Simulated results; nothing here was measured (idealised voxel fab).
process module | voxel spacer lines
cross-section cut | 260 nm wide | cells 5 nm
A cross-section is a grid of square cells, given in bands from the top down. A band is one or more rows of cells.
Each band's line starts with the height of the band's top and of its bottom, in nm. Then come its materials from left to right, each with its width in nm. One material with "throughout" fills the band from edge to edge. "air" is empty space.
Height 0 is the level under which the wafer as received is all one material. The lowest band goes on downwards, as in "0 down".
A width such as "30 to 40" changes by the same amount from each row of cells to the next, from the band's top row to its bottom row.
"no change" after a step means that no cell of the cross-section changed.
closed voids: empty space of 8 cells or more with no open way to the top, each as width x height at its distance from the left edge, in nm
after a step's settings: what the simulator itself notes on the step
overlay nm, on a step with a mask: how far to the right of its planned place the mask lay; to the left if negative
plan
1 op RECEIVE | material Si
2 op CONFORMAL_DEP | material Al2O3 | thk nm 10
3 op DIRECTIONAL_DEP | material W | thk nm 10
4 op DIRECTIONAL_DEP | material aC | thk nm 30
5 op PATTERN | tone cover | mask id MANDREL | material resist | width nm 20 | pitch nm 60 | thk nm 40 | overlay nm 0
6 op DIRECTIONAL_ETCH | etch materials aC | depth nm 30
7 op STRIP | etch materials resist
8 op CONFORMAL_DEP | material SiO2 | thk nm 10
9 op DIRECTIONAL_ETCH | etch materials SiO2 | depth nm 10
10 op STRIP | etch materials aC
11 op DIRECTIONAL_ETCH | etch materials W | depth nm 10
12 op STRIP | etch materials SiO2
13 op FILL_DEP | material lowk | thk nm 5
14 op CMP | height nm 20
first wafer, as planned
as received, after step 1
  0 down: Si throughout
  closed voids: none
after step 2
  10 to 0: Al2O3 throughout
  below 0: unchanged
after step 3
  20 to 10: W throughout
  below 10: unchanged
after step 4
  50 to 20: aC throughout
  below 20: unchanged
after step 5
  90 to 50: air 60 | resist 20 | air 40 | resist 20 | air 40 | resist 20 | air 60
  below 50: unchanged
after step 6
  60 to 50: air 60 | resist 20 | air 40 | resist 20 | air 40 | resist 20 | air 60
  50 to 20: air 60 | aC 20 | air 40 | aC 20 | air 40 | aC 20 | air 60
  below 20: unchanged
after step 7
  50 to 20: air 60 | aC 20 | air 40 | aC 20 | air 40 | aC 20 | air 60
  below 20: unchanged
after step 8
  60 to 50: air 50 | SiO2 40 | air 20 | SiO2 40 | air 20 | SiO2 40 | air 50
  50 to 30: air 50 | SiO2 10 | aC 20 | SiO2 10 | air 20 | SiO2 10 | aC 20 | SiO2 10 | air 20 | SiO2 10 | aC 20 | SiO2 10 | air 50
  30 to 20: SiO2 60 | aC 20 | SiO2 40 | aC 20 | SiO2 40 | aC 20 | SiO2 60
  below 20: unchanged
after step 9
  50 to 20: air 50 | SiO2 10 | aC 20 | SiO2 10 | air 20 | SiO2 10 | aC 20 | SiO2 10 | air 20 | SiO2 10 | aC 20 | SiO2 10 | air 50
  below 20: unchanged
after step 10
  50 to 20: air 50 | SiO2 10 | air 20 | SiO2 10 | air 20 | SiO2 10 | air 20 | SiO2 10 | air 20 | SiO2 10 | air 20 | SiO2 10 | air 50
  below 20: unchanged
after step 11
  50 to 20: air 50 | SiO2 10 | air 20 | SiO2 10 | air 20 | SiO2 10 | air 20 | SiO2 10 | air 20 | SiO2 10 | air 20 | SiO2 10 | air 50
  20 to 10: air 50 | W 10 | air 20 | W 10 | air 20 | W 10 | air 20 | W 10 | air 20 | W 10 | air 20 | W 10 | air 50
  below 10: unchanged
after step 12
  20 to 10: air 50 | W 10 | air 20 | W 10 | air 20 | W 10 | air 20 | W 10 | air 20 | W 10 | air 20 | W 10 | air 50
  below 10: unchanged
after step 13
  25 to 20: lowk throughout
  20 to 10: lowk 50 | W 10 | lowk 20 | W 10 | lowk 20 | W 10 | lowk 20 | W 10 | lowk 20 | W 10 | lowk 20 | W 10 | lowk 50
  below 10: unchanged
after step 14
  20 to 10: lowk 50 | W 10 | lowk 20 | W 10 | lowk 20 | W 10 | lowk 20 | W 10 | lowk 20 | W 10 | lowk 20 | W 10 | lowk 50
  below 10: unchanged
second wafer: like start, like plan, one mistake. Through step 4 it matches the first wafer
when step 5 should have ended
  90 to 50: air 70 | resist 20 | air 40 | resist 20 | air 40 | resist 20 | air 50
  below 50: unchanged
when step 6 should have ended
  60 to 50: air 70 | resist 20 | air 40 | resist 20 | air 40 | resist 20 | air 50
  50 to 20: air 70 | aC 20 | air 40 | aC 20 | air 40 | aC 20 | air 50
  below 20: unchanged
when step 7 should have ended
  50 to 20: air 70 | aC 20 | air 40 | aC 20 | air 40 | aC 20 | air 50
  below 20: unchanged
when step 8 should have ended
  60 to 50: air 60 | SiO2 40 | air 20 | SiO2 40 | air 20 | SiO2 40 | air 40
  50 to 30: air 60 | SiO2 10 | aC 20 | SiO2 10 | air 20 | SiO2 10 | aC 20 | SiO2 10 | air 20 | SiO2 10 | aC 20 | SiO2 10 | air 40
  30 to 20: SiO2 70 | aC 20 | SiO2 40 | aC 20 | SiO2 40 | aC 20 | SiO2 50
  below 20: unchanged
when step 9 should have ended
  50 to 20: air 60 | SiO2 10 | aC 20 | SiO2 10 | air 20 | SiO2 10 | aC 20 | SiO2 10 | air 20 | SiO2 10 | aC 20 | SiO2 10 | air 40
  below 20: unchanged
when step 10 should have ended
  50 to 20: air 60 | SiO2 10 | air 20 | SiO2 10 | air 20 | SiO2 10 | air 20 | SiO2 10 | air 20 | SiO2 10 | air 20 | SiO2 10 | air 40
  below 20: unchanged
when step 11 should have ended
  50 to 20: air 60 | SiO2 10 | air 20 | SiO2 10 | air 20 | SiO2 10 | air 20 | SiO2 10 | air 20 | SiO2 10 | air 20 | SiO2 10 | air 40
  20 to 10: air 60 | W 10 | air 20 | W 10 | air 20 | W 10 | air 20 | W 10 | air 20 | W 10 | air 20 | W 10 | air 40
  below 10: unchanged
when step 12 should have ended
  20 to 10: air 60 | W 10 | air 20 | W 10 | air 20 | W 10 | air 20 | W 10 | air 20 | W 10 | air 20 | W 10 | air 40
  below 10: unchanged
when step 13 should have ended
  25 to 20: lowk throughout
  20 to 10: lowk 60 | W 10 | lowk 20 | W 10 | lowk 20 | W 10 | lowk 20 | W 10 | lowk 20 | W 10 | lowk 20 | W 10 | lowk 40
  below 10: unchanged
when step 14 should have ended
  20 to 10: lowk 60 | W 10 | lowk 20 | W 10 | lowk 20 | W 10 | lowk 20 | W 10 | lowk 20 | W 10 | lowk 20 | W 10 | lowk 40
  below 10: unchanged
what went wrong: step 5 ran as: op PATTERN | tone cover | mask id MANDREL | material resist | width nm 20 | pitch nm 60 | thk nm 40 | overlay nm 10
at the end the second wafer has, in cells: as many of each material as the first, in other places
